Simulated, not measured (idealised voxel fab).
This is a process module. Its name is voxel released beams.
cross-section cut | 215 nm wide | cells 5 nm
Each cross-section below is a grid of square cells, stated as bands in top-down order, with one or more rows of cells making up each band.
This entry defines a band. It first specifies the height of the band's top and the height of its bottom in nm, and then specifies the band's materials from left to right, stating each material with its width in nm. The word "full width" identifies a single material that fills the band from edge to edge, while the word "air" identifies empty space.
Ref level 0: as-received wafer is one material below here. Bottom band extends down with no lower bound ("from 0 down").
It should be noted that a width expressed as "30 to 40" varies in equal increments from row to row of cells within the band, taking the value of the first number at the top row and that of the second number at the bottom row.
Reading "identical to before" for a step: not a cell of the cross-section changed in it.
Listed in "Fully sealed cavities": every empty space of 8 or more cells without an open way to the top. Form: width x height at distance, the distance being from the left edge, all in nm.
That trailing text on a step's line, after the settings, is the simulator's own remark on the step.
On any step carrying a mask, the "overlay nm" setting, if present on the step's line, tells how far right of its planned place the mask lay; negative values point to the left.
-- List of planned process steps
1 op RECEIVE | material Si
2 op CONFORMAL_DEP | material SiN | thk nm 5
3 op DIRECTIONAL_DEP | material SiO2 | thk nm 15
4 op DIRECTIONAL_DEP | material aC | thk nm 15
5 op PATTERN | tone open | mask id ANCHOR | material resist | width nm 30 | thk nm 35 | overlay nm 0
6 op DIRECTIONAL_ETCH | etch materials aC | depth nm 15
7 op STRIP | etch materials resist
8 op DIRECTIONAL_ETCH | etch materials SiO2 | depth nm 15
9 op STRIP | etch materials aC
10 op CONFORMAL_DEP | material TiN | thk nm 10
11 op DIRECTIONAL_DEP | material aC | thk nm 10
12 op PATTERN | tone cover | mask id BEAM | material resist | width nm 95 | thk nm 30 | overlay nm 0
13 op DIRECTIONAL_ETCH | etch materials aC | depth nm 10
14 op STRIP | etch materials resist
15 op DIRECTIONAL_ETCH | etch materials TiN | depth nm 10
16 op STRIP | etch materials aC
17 op STRIP | etch materials SiO2
Every wafer here starts from the same state; it is the step 12 width nm that distinguishes them, and the value the plan gives belongs to the first wafer.
-- Cross-section of the first of several wafers on receipt, reflecting completion of step 1
> from 0 down = Si full width
> Fully sealed cavities: none
-- Heads up, this table goes wafer by wafer. A row tells you, at the end of the module, how many cells of each material that wafer has put on (+) or dropped (-) since it was received, and then its closed voids
width nm 95; +43 SiN; +50 TiN; Fully sealed cavities: none
width nm 100; +43 SiN; +52 TiN; Fully sealed cavities: none
width nm 105; +43 SiN; +54 TiN; Fully sealed cavities: none
width nm 110; +43 SiN; +56 TiN; Fully sealed cavities: none
width nm 115; +43 SiN; +58 TiN; Fully sealed cavities: none
width nm 120; +43 SiN; +60 TiN; Fully sealed cavities: none
